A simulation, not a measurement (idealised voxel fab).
Herein follows the process module entitled voxel trench capacitor.
The cross-section shown here is cut; it is 255 nm wide and divided into square cells measuring 5 nm on a side.
Cross-sections here: square-cell grids, written as top-down lists of bands, a band being one or more rows of cells. A band entry consists of two parts. The first gives the height of the band's top and the height of its bottom, in nm. The rest lists the band's materials from left to right, each with its width in nm. A single material labelled with the word "full width" fills the band from edge to edge, and the word "air" marks empty space. For the purposes of this specification, 0 denotes the height below which the wafer in its as-received condition is composed wholly of one material, and the lowermost band, lacking a lower limit, extends downward without end, as expressed in "0 nm and below". Read "30 to 40" as a graded width: first number on top, second number at the bottom, same change between each pair of neighbouring rows. The designation "nothing was modified", where it is given for a processing step, indicates that no cell of the cross-section was altered in the course of that step. Reported under the label "Enclosed internal voids" are the empty spaces having no open way to the top and comprising 8 cells or more; the notation for each is width x height at distance, in which the distance is measured from the left edge and all three values are in nm. Formally, on a step line, whatever follows the settings is a remark that the simulator itself makes on the step. The "overlay nm" setting may appear on a step's line; for a step that uses a mask, it gives how far to the right of its planned position the mask lay, and a negative value indicates the left.
PROCESS STEPS FORESEEN IN THE PLAN
1 RECEIVE [material Si]
2 CONFORMAL_DEP [material SiN] [thk nm 10]
3 DIRECTIONAL_DEP [material aC] [thk nm 10]
4 PATTERN [tone open] [mask id TRENCH] [material resist] [width nm 30] [pitch nm 55] [thk nm 25] [overlay nm 0]
5 DIRECTIONAL_ETCH [etch materials aC] [depth nm 10]
6 STRIP [etch materials resist]
7 DIRECTIONAL_ETCH [etch materials SiN] [depth nm 10]
8 DIRECTIONAL_ETCH [etch materials Si] [depth nm 40]
9 STRIP [etch materials aC]
10 CONFORMAL_DEP [material Al2O3] [thk nm 5]
11 CONFORMAL_DEP [material TiN] [thk nm 5]
12 FILL_DEP [material W] [thk nm 5]
13 CMP [height nm 10]
AS RECEIVED, AFTER STEP 1
0 nm and below  Si full width
Enclosed internal voids: none
FIRST WAFER AT THE END, AS PLANNED
10 nm to 0 nm  SiN: 85 | Al2O3: 5 | TiN: 5 | W: 10 | TiN: 5 | Al2O3: 5 | SiN: 25 | Al2O3: 5 | TiN: 5 | W: 10 | TiN: 5 | Al2O3: 5 | SiN: 85
0 nm to -30 nm  Si: 85 | Al2O3: 5 | TiN: 5 | W: 10 | TiN: 5 | Al2O3: 5 | Si: 25 | Al2O3: 5 | TiN: 5 | W: 10 | TiN: 5 | Al2O3: 5 | Si: 85
-30 nm to -35 nm  Si: 85 | Al2O3: 5 | TiN: 20 | Al2O3: 5 | Si: 25 | Al2O3: 5 | TiN: 20 | Al2O3: 5 | Si: 85
-35 nm to -40 nm  Si: 85 | Al2O3: 30 | Si: 25 | Al2O3: 30 | Si: 85
-40 nm and below  Si full width
Enclosed internal voids: none
WAFER TWO (OF TWO), END-OF-MODULE CROSS-SECTION: START = WAFER ONE, PLAN = WAFER ONE, ONE RUN MISTAKE
10 nm to 0 nm  SiN: 85 | TiN: 5 | Al2O3: 5 | W: 10 | Al2O3: 5 | TiN: 5 | SiN: 25 | TiN: 5 | Al2O3: 5 | W: 10 | Al2O3: 5 | TiN: 5 | SiN: 85
0 nm to -30 nm  Si: 85 | TiN: 5 | Al2O3: 5 | W: 10 | Al2O3: 5 | TiN: 5 | Si: 25 | TiN: 5 | Al2O3: 5 | W: 10 | Al2O3: 5 | TiN: 5 | Si: 85
-30 nm to -35 nm  Si: 85 | TiN: 5 | Al2O3: 20 | TiN: 5 | Si: 25 | TiN: 5 | Al2O3: 20 | TiN: 5 | Si: 85
-35 nm to -40 nm  Si: 85 | TiN: 30 | Si: 25 | TiN: 30 | Si: 85
-40 nm and below  Si full width
Enclosed internal voids: none
The plan and the run diverged here: steps 10 and 11 were swapped
Upon completion, the second wafer contains, in terms of cells, a greater or smaller amount of certain materials than the first wafer: Al2O3 -8 | TiN +8
